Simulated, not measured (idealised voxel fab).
process module | voxel gate over fins
cross-section cut | 155 nm wide | cells 5 nm
A cross-section is a grid of square cells, given in bands from the top down. A band is one or more rows of cells.
Each band's line starts with the height of the band's top and of its bottom, in nm. Then come its materials from left to right, each with its width in nm. One material with "throughout" fills the band from edge to edge. "air" is empty space.
Height 0 is the level under which the wafer as received is all one material. The lowest band goes on downwards, as in "0 down".
A width such as "30 to 40" changes by the same amount from each row of cells to the next, from the band's top row to its bottom row.
"no change" after a step means that no cell of the cross-section changed.
closed voids: empty space of 8 cells or more with no open way to the top, each as width x height at its distance from the left edge, in nm
after a step's settings: what the simulator itself notes on the step
overlay nm, on a step with a mask: how far to the right of its planned place the mask lay; to the left if negative
plan
1 op RECEIVE | material Si
2 op CONFORMAL_DEP | material SiN | thk nm 10
3 op MASKED_ETCH | tone cover | mask id FINS | width nm 15 | pitch nm 55 | etch materials SiN | depth nm 10 | overlay nm 0
4 op MASKED_ETCH | tone cover | mask id FINS | width nm 15 | pitch nm 55 | etch materials Si | depth nm 30 | overlay nm 0
5 op FILL_DEP | material SiO2 | thk nm 10
6 op CMP | height nm 10
7 op DIRECTIONAL_DEP | material aC | thk nm 10
8 op PATTERN | tone open | mask id RAIL | material resist | width nm 15 | thk nm 25 | overlay nm 0
9 op DIRECTIONAL_ETCH | etch materials aC | depth nm 10
10 op STRIP | etch materials resist
11 op DIRECTIONAL_ETCH | etch materials SiO2 | depth nm 35
12 op STRIP | etch materials aC
13 op CONFORMAL_DEP | material TiN | thk nm 5
14 op FILL_DEP | material W | thk nm 5
15 op CMP | height nm 10
16 op SELECTIVE_ETCH | etch materials W Ru TiN | depth nm 30
17 op FILL_DEP | material SiO2 | thk nm 5
18 op CMP | height nm 10
19 op SELECTIVE_ETCH | etch materials SiO2 | depth nm 25
20 op STRIP | etch materials SiN
21 op CONFORMAL_DEP | material HfO2 | thk nm 5
22 op CONFORMAL_DEP | material TiN | thk nm 5
23 op FILL_DEP | material W | thk nm 15
24 op CMP | height nm 20
25 op CONFORMAL_DEP | material SiCN | thk nm 10
as received, after step 1
  0 down: Si throughout
  closed voids: none
first wafer at the end, as planned
  30 to 20: SiCN throughout
  20 to 10: W throughout
  10 to 5: W 30 | TiN 35 | W 20 | TiN 35 | W 35
  5 to 0: W 30 | TiN 5 | HfO2 25 | TiN 5 | W 20 | TiN 5 | HfO2 25 | TiN 5 | W 35
  0 to -5: W 30 | TiN 5 | HfO2 5 | Si 15 | HfO2 5 | TiN 5 | W 20 | TiN 5 | HfO2 5 | Si 15 | HfO2 5 | TiN 5 | W 35
  -5 to -10: TiN 35 | HfO2 5 | Si 15 | HfO2 5 | TiN 30 | HfO2 5 | Si 15 | HfO2 5 | TiN 40
  -10 to -15: HfO2 40 | Si 15 | HfO2 40 | Si 15 | HfO2 45
  -15 to -20: SiO2 40 | Si 15 | SiO2 40 | Si 15 | SiO2 45
  -20 to -25: SiO2 40 | Si 15 | SiO2 10 | TiN 15 | SiO2 15 | Si 15 | SiO2 45
  -25 to -30: SiO2 40 | Si 15 | SiO2 40 | Si 15 | SiO2 45
  -30 down: Si throughout
  closed voids: none
second wafer at the end: like start, like plan, one mistake
  30 to 20: SiCN throughout
  20 to 10: W throughout
  10 to 5: W 30 | aC 35 | W 20 | aC 35 | W 35
  5 to 0: W 30 | aC 5 | HfO2 25 | aC 5 | W 20 | aC 5 | HfO2 25 | aC 5 | W 35
  0 to -5: W 30 | aC 5 | HfO2 5 | Si 15 | HfO2 5 | aC 5 | W 20 | aC 5 | HfO2 5 | Si 15 | HfO2 5 | aC 5 | W 35
  -5 to -10: aC 35 | HfO2 5 | Si 15 | HfO2 5 | aC 30 | HfO2 5 | Si 15 | HfO2 5 | aC 40
  -10 to -15: HfO2 40 | Si 15 | HfO2 40 | Si 15 | HfO2 45
  -15 to -20: SiO2 40 | Si 15 | SiO2 40 | Si 15 | SiO2 45
  -20 to -25: SiO2 40 | Si 15 | SiO2 10 | TiN 15 | SiO2 15 | Si 15 | SiO2 45
  -25 to -30: SiO2 40 | Si 15 | SiO2 40 | Si 15 | SiO2 45
  -30 down: Si throughout
  closed voids: none
what went wrong: step 22 ran as: op CONFORMAL_DEP | material aC | thk nm 5
at the end the second wafer has, in cells: 43 fewer of TiN | 43 more of aC
